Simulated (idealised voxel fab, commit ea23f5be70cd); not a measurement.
process module | voxel tone inversion
cross-section cut | 245 nm wide | cells 5 nm
A cross-section is a grid of square cells, given in bands from the top down. A band is one or more rows of cells.
Each band's line starts with the height of the band's top and of its bottom, in nm. Then come its materials from left to right, each with its width in nm. One material with "throughout" fills the band from edge to edge. "air" is empty space.
Height 0 is the level under which the wafer as received is all one material. The lowest band goes on downwards, as in "0 down".
A width such as "30 to 40" changes by the same amount from each row of cells to the next, from the band's top row to its bottom row.
"no change" after a step means that no cell of the cross-section changed.
closed voids: empty space of 8 cells or more with no open way to the top, each as width x height at its distance from the left edge, in nm
after a step's settings: what the simulator itself notes on the step
overlay nm, on a step with a mask: how far to the right of its planned place the mask lay; to the left if negative
plan
1 op RECEIVE | material Si
2 op CONFORMAL_DEP | material SiN | thk nm 10
3 op DIRECTIONAL_DEP | material polySi | thk nm 15
4 op PATTERN | tone cover | mask id POSTS | material resist | width nm 20 | pitch nm 45 | thk nm 20 | overlay nm 0
5 op DIRECTIONAL_ETCH | etch materials polySi | depth nm 15
6 op STRIP | etch materials resist
7 op FILL_DEP | material SiO2 | thk nm 10
8 op CMP | height nm 25
9 op STRIP | etch materials polySi
10 op CONFORMAL_DEP | material TiN | thk nm 5
11 op FILL_DEP | material Cu | thk nm 5
12 op CMP | height nm 25
13 op CONFORMAL_DEP | material SiCN | thk nm 5
first wafer, as planned
as received, after step 1
  0 down: Si throughout
  closed voids: none
after step 2
  10 to 0: SiN throughout
  below 0: unchanged
after step 3
  25 to 10: polySi throughout
  below 10: unchanged
after step 4
  45 to 25: air 65 | resist 20 | air 25 | resist 20 | air 25 | resist 20 | air 70
  below 25: unchanged
after step 5
  45 to 25: air 65 | resist 20 | air 25 | resist 20 | air 25 | resist 20 | air 70
  25 to 10: air 65 | polySi 20 | air 25 | polySi 20 | air 25 | polySi 20 | air 70
  below 10: unchanged
after step 6
  25 to 10: air 65 | polySi 20 | air 25 | polySi 20 | air 25 | polySi 20 | air 70
  below 10: unchanged
after step 7
  35 to 25: SiO2 throughout
  25 to 10: SiO2 65 | polySi 20 | SiO2 25 | polySi 20 | SiO2 25 | polySi 20 | SiO2 70
  below 10: unchanged
after step 8
  25 to 10: SiO2 65 | polySi 20 | SiO2 25 | polySi 20 | SiO2 25 | polySi 20 | SiO2 70
  below 10: unchanged
after step 9
  25 to 10: SiO2 65 | air 20 | SiO2 25 | air 20 | SiO2 25 | air 20 | SiO2 70
  below 10: unchanged
after step 10
  30 to 25: TiN 70 | air 10 | TiN 35 | air 10 | TiN 35 | air 10 | TiN 75
  25 to 15: SiO2 65 | TiN 5 | air 10 | TiN 5 | SiO2 25 | TiN 5 | air 10 | TiN 5 | SiO2 25 | TiN 5 | air 10 | TiN 5 | SiO2 70
  15 to 10: SiO2 65 | TiN 20 | SiO2 25 | TiN 20 | SiO2 25 | TiN 20 | SiO2 70
  below 10: unchanged
after step 11
  35 to 30: Cu throughout
  30 to 25: TiN 70 | Cu 10 | TiN 35 | Cu 10 | TiN 35 | Cu 10 | TiN 75
  25 to 15: SiO2 65 | TiN 5 | Cu 10 | TiN 5 | SiO2 25 | TiN 5 | Cu 10 | TiN 5 | SiO2 25 | TiN 5 | Cu 10 | TiN 5 | SiO2 70
  below 15: unchanged
after step 12
  25 to 15: SiO2 65 | TiN 5 | Cu 10 | TiN 5 | SiO2 25 | TiN 5 | Cu 10 | TiN 5 | SiO2 25 | TiN 5 | Cu 10 | TiN 5 | SiO2 70
  below 15: unchanged
after step 13
  30 to 25: SiCN throughout
  below 25: unchanged
second wafer: like start, like plan, one mistake. Through step 1 it matches the first wafer
when step 2 should have ended
  15 to 0: polySi throughout
  below 0: unchanged
when step 3 should have ended
  25 to 15: SiN throughout
  below 15: unchanged
when step 4 should have ended
  45 to 25: air 65 | resist 20 | air 25 | resist 20 | air 25 | resist 20 | air 70
  below 25: unchanged
when step 5 should have ended: no change
when step 6 should have ended
  25 to 15: SiN throughout
  below 15: unchanged
when step 7 should have ended
  35 to 25: SiO2 throughout
  below 25: unchanged
when step 8 should have ended
  25 to 15: SiN throughout
  below 15: unchanged
when step 9 should have ended: no change
when step 10 should have ended
  30 to 25: TiN throughout
  below 25: unchanged
when step 11 should have ended
  35 to 30: Cu throughout
  below 30: unchanged
when step 12 should have ended
  25 to 15: SiN throughout
  below 15: unchanged
when step 13 should have ended
  30 to 25: SiCN throughout
  below 25: unchanged
what went wrong: steps 2 and 3 were swapped
at the end the second wafer has, in cells: 12 fewer of Cu | 111 fewer of SiO2 | 24 fewer of TiN | 147 more of polySi
